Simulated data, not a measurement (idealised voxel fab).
Title: Process Module voxel gate over fins
Cross-sectional view cut (width: 300 nm; square cell size: 5 nm).
Cross-section spec: square-cell grid; bands listed top down; each band is one or more rows.
Quick guide to a band line: top height, bottom height (nm) up front; then every material left to right with its width in nm. Only one material and it's marked "everywhere"? Then it fills the band edge to edge. And "empty" just means empty space.
For the purposes of this specification, 0 denotes the height below which the wafer in its as-received condition is composed wholly of one material, and the lowermost band, lacking a lower limit, extends downward without end, as expressed in "top 0, no bottom".
When a width is written as two numbers, as in "30 to 40", the first number is the width in the top row of cells of the band and the second is the width in its bottom row, and the width changes by the same amount from each row to the next.
For the purposes of this document, the phrase "nothing got changed" attached to a step denotes that no cell within the cross-section was modified by that step.
The entry "Sealed-off cavities" lists the empty spaces that cover at least 8 cells and have no open path to the top. Each is written as width x height at distance, where the distance is measured from the left edge and all three values are in nm.
Formally, on a step line, whatever follows the settings is a remark that the simulator itself makes on the step.
A step line may carry the setting "overlay nm", which, for steps involving a mask, states the distance by which the mask lay to the right of its intended position; negative values denote displacement to the left.

# The steps planned for the process are as follows
1. RECEIVE (material Si)
2. CONFORMAL_DEP (material SiN; thk nm 10)
3. PATTERN (tone cover; mask id FINS; material resist; width nm 15; pitch nm 45; thk nm 20; overlay nm 0)
4. DIRECTIONAL_ETCH (etch materials SiN; depth nm 10)
5. DIRECTIONAL_ETCH (etch materials Si; depth nm 40)
6. STRIP (etch materials resist)
7. OXIDIZE (depth nm 5)
8. FILL_DEP (material SiO2; thk nm 5)
9. CMP (height nm 10)
10. SELECTIVE_ETCH (etch materials SiO2; depth nm 20)
11. STRIP (etch materials SiN)
12. CONFORMAL_DEP (material HfO2; thk nm 5)
13. CONFORMAL_DEP (material TiN; thk nm 5)
14. CONFORMAL_DEP (material TiAl; thk nm 5)
15. CONFORMAL_DEP (material TiN; thk nm 5)
16. FILL_DEP (material W; thk nm 10)
17. CMP (height nm 25)
18. CONFORMAL_DEP (material SiN; thk nm 5)

# So this is the incoming wafer in cross-section - it's already been through step 1
* top 0, no bottom: Si everywhere
* Sealed-off cavities: none

# Run as planned - first of the two wafers cross-sectioned at the end of the module
* top 30, bottom 25: SiN everywhere
* top 25, bottom 20: W everywhere
* top 20, bottom 15: W: 105, TiN: 90, W: 105
* top 15, bottom 10: W: 105, TiN: 5, TiAl: 35, TiN: 10, TiAl: 35, TiN: 5, W: 105
* top 10, bottom 5: TiN: 110, TiAl: 5, TiN: 25, TiAl: 5, TiN: 10, TiAl: 5, TiN: 25, TiAl: 5, TiN: 110
* top 5, bottom 0: TiAl: 115, TiN: 5, HfO2: 15, TiN: 5, TiAl: 20, TiN: 5, HfO2: 15, TiN: 5, TiAl: 115
* top 0, bottom -5: TiN: 120, HfO2: 5, Si: 5, HfO2: 5, TiN: 30, HfO2: 5, Si: 5, HfO2: 5, TiN: 120
* top -5, bottom -10: HfO2: 125, Si: 5, HfO2: 40, Si: 5, HfO2: 125
* top -10, bottom -45: SiO2: 125, Si: 5, SiO2: 40, Si: 5, SiO2: 125
* top -45, no bottom: Si everywhere
* Sealed-off cavities: none

# Same start, same plan as the first wafer - but one mistake in the run. Cross-section of the second of the two at the end of the module
* top 30, bottom 25: SiN everywhere
* top 25, bottom 20: W everywhere
* top 20, bottom 15: W: 100, TiN: 100, W: 100
* top 15, bottom 10: W: 100, TiN: 5, TiAl: 90, TiN: 5, W: 100
* top 10, bottom 5: TiN: 105, TiAl: 5, TiN: 35, TiAl: 10, TiN: 35, TiAl: 5, TiN: 105
* top 5, bottom 0: TiAl: 110, TiN: 5, HfO2: 25, TiN: 5, TiAl: 10, TiN: 5, HfO2: 25, TiN: 5, TiAl: 110
* top 0, bottom -5: TiN: 115, HfO2: 5, Si: 15, HfO2: 5, TiN: 20, HfO2: 5, Si: 15, HfO2: 5, TiN: 115
* top -5, bottom -10: HfO2: 120, Si: 15, HfO2: 30, Si: 15, HfO2: 120
* top -10, bottom -45: SiO2: 120, Si: 15, SiO2: 30, Si: 15, SiO2: 120
* top -45, no bottom: Si everywhere
* Sealed-off cavities: none
Diagnosis: for step 3, the planned setting was not used; the step was instead run as PATTERN (tone cover; mask id FINS; material resist; width nm 25; pitch nm 45; thk nm 20; overlay nm 0)
End of process, cell counts, second wafer against first, materials with more or fewer: +36 Si; -28 SiO2; -4 TiN; -4 W
